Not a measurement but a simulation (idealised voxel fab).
A process module follows: voxel trench capacitor.
The cross-section shown here is cut; it is 285 nm wide and divided into square cells measuring 5 nm on a side.
Heads up, the way a cross-section reads in here is a grid of square cells, handed over as bands from the top down, with every band being one or more rows of cells.
It is stipulated that each band's entry specify, in nanometres, the height of the top of the band and then that of its bottom, followed by the materials of the band in left-to-right sequence, each together with its width in nanometres. A single material marked by the word "full width" is understood to fill the band from edge to edge; the word "air" is understood to denote empty space.
Measure heights from 0. That's the level where, below it, the as-received wafer is all one material. The lowest band is bottomless and extends downward; write it as in "0 down".
It should be noted that a width expressed as "30 to 40" varies in equal increments from row to row of cells within the band, taking the value of the first number at the top row and that of the second number at the bottom row.
It should be understood that the words "identical to before", when stated for a given step, signify that the cross-section underwent no change in any of its cells during that step.
Look at "Closed void register" for the closed voids: empty spaces with no open path to the top, sized 8 cells or up. Each is width x height at distance, distance from the left edge, all nm.
Text after the settings on a step's line: the simulator's own remark on that step.
overlay nm: how far to the right of its planned place the mask lay on this masked step (negative: to the left).

**Steps planned for the process**
1) RECEIVE (material Si)
2) CONFORMAL_DEP (material SiN; thk nm 10)
3) MASKED_ETCH (tone open; mask id TRENCH; width nm 15; pitch nm 35; etch materials SiN; depth nm 10; overlay nm 0)
4) MASKED_ETCH (tone open; mask id TRENCH; width nm 15; pitch nm 35; etch materials Si; depth nm 25; overlay nm 0)
5) CONFORMAL_DEP (material Al2O3; thk nm 5)
6) FILL_DEP (material polySi; thk nm 10)
7) CMP (height nm 10)

**First of two wafers: run as planned**

**Shown in cross-section is the wafer as received, that is, as it stands after step 1**
> 0 down: Si full width
> Closed void register: none

**Upon completion of step 2, the wafer appears in cross-section as shown**
> 10 to 0: SiN full width
> For the remainder of the cross-section, below 0, there is no change.

**Upon completion of step 3, the wafer appears in cross-section as shown**
> 10 to 0: SiN (115)  air (15)  SiN (20)  air (15)  SiN (120)
> For the remainder of the cross-section, below 0, there is no change.

**Upon completion of step 4, the wafer appears in cross-section as shown**
> 10 to 0: SiN (115)  air (15)  SiN (20)  air (15)  SiN (120)
> 0 to -25: Si (115)  air (15)  Si (20)  air (15)  Si (120)
> For the remainder of the cross-section, below -25, there is no change.

**Upon completion of step 5, the wafer appears in cross-section as shown**
> 15 to 10: Al2O3 (120)  air (5)  Al2O3 (30)  air (5)  Al2O3 (125)
> 10 to 0: SiN (115)  Al2O3 (5)  air (5)  Al2O3 (5)  SiN (20)  Al2O3 (5)  air (5)  Al2O3 (5)  SiN (120)
> 0 to -20: Si (115)  Al2O3 (5)  air (5)  Al2O3 (5)  Si (20)  Al2O3 (5)  air (5)  Al2O3 (5)  Si (120)
> -20 to -25: Si (115)  Al2O3 (15)  Si (20)  Al2O3 (15)  Si (120)
> For the remainder of the cross-section, below -25, there is no change.

**Upon completion of step 6, the wafer appears in cross-section as shown**
> 25 to 15: polySi full width
> 15 to 10: Al2O3 (120)  polySi (5)  Al2O3 (30)  polySi (5)  Al2O3 (125)
> 10 to 0: SiN (115)  Al2O3 (5)  polySi (5)  Al2O3 (5)  SiN (20)  Al2O3 (5)  polySi (5)  Al2O3 (5)  SiN (120)
> 0 to -20: Si (115)  Al2O3 (5)  polySi (5)  Al2O3 (5)  Si (20)  Al2O3 (5)  polySi (5)  Al2O3 (5)  Si (120)
> For the remainder of the cross-section, below -20, there is no change.

**Upon completion of step 7, the wafer appears in cross-section as shown**
> 10 to 0: SiN (115)  Al2O3 (5)  polySi (5)  Al2O3 (5)  SiN (20)  Al2O3 (5)  polySi (5)  Al2O3 (5)  SiN (120)
> For the remainder of the cross-section, below 0, there is no change.

**Wafer two of the pair: same origin, same plan, one error during the run; identical to wafer one up to and including step 3**

**Cross-section: second wafer, time at which step 4 was scheduled to end**
> 10 to 0: SiN (115)  air (15)  SiN (20)  air (15)  SiN (120)
> 0 to -25: Si (120)  air (10)  Si (25)  air (10)  Si (120)
> For the remainder of the cross-section, below -25, there is no change.

**Cross-section: second wafer, time at which step 5 was scheduled to end**
> 15 to 10: Al2O3 (120)  air (5)  Al2O3 (30)  air (5)  Al2O3 (125)
> 10 to 5: SiN (115)  Al2O3 (5)  air (5)  Al2O3 (5)  SiN (20)  Al2O3 (5)  air (5)  Al2O3 (5)  SiN (120)
> 5 to 0: SiN (115)  Al2O3 (15)  SiN (20)  Al2O3 (15)  SiN (120)
> 0 to -25: Si (120)  Al2O3 (10)  Si (25)  Al2O3 (10)  Si (120)
> For the remainder of the cross-section, below -25, there is no change.

**Cross-section: second wafer, time at which step 6 was scheduled to end**
> 25 to 15: polySi full width
> 15 to 10: Al2O3 (120)  polySi (5)  Al2O3 (30)  polySi (5)  Al2O3 (125)
> 10 to 5: SiN (115)  Al2O3 (5)  polySi (5)  Al2O3 (5)  SiN (20)  Al2O3 (5)  polySi (5)  Al2O3 (5)  SiN (120)
> For the remainder of the cross-section, below 5, there is no change.

**Cross-section: second wafer, time at which step 7 was scheduled to end**
> 10 to 5: SiN (115)  Al2O3 (5)  polySi (5)  Al2O3 (5)  SiN (20)  Al2O3 (5)  polySi (5)  Al2O3 (5)  SiN (120)
> For the remainder of the cross-section, below 5, there is no change.
Error vs. plan: the process deviated at step 4: the operation and settings actually run there were MASKED_ETCH (tone open; mask id TRENCH; width nm 15; pitch nm 35; etch materials Si; depth nm 25; overlay nm 5)
Count the cells at the end and the second wafer has more or fewer of some materials than the first: +10 Si, -10 polySi
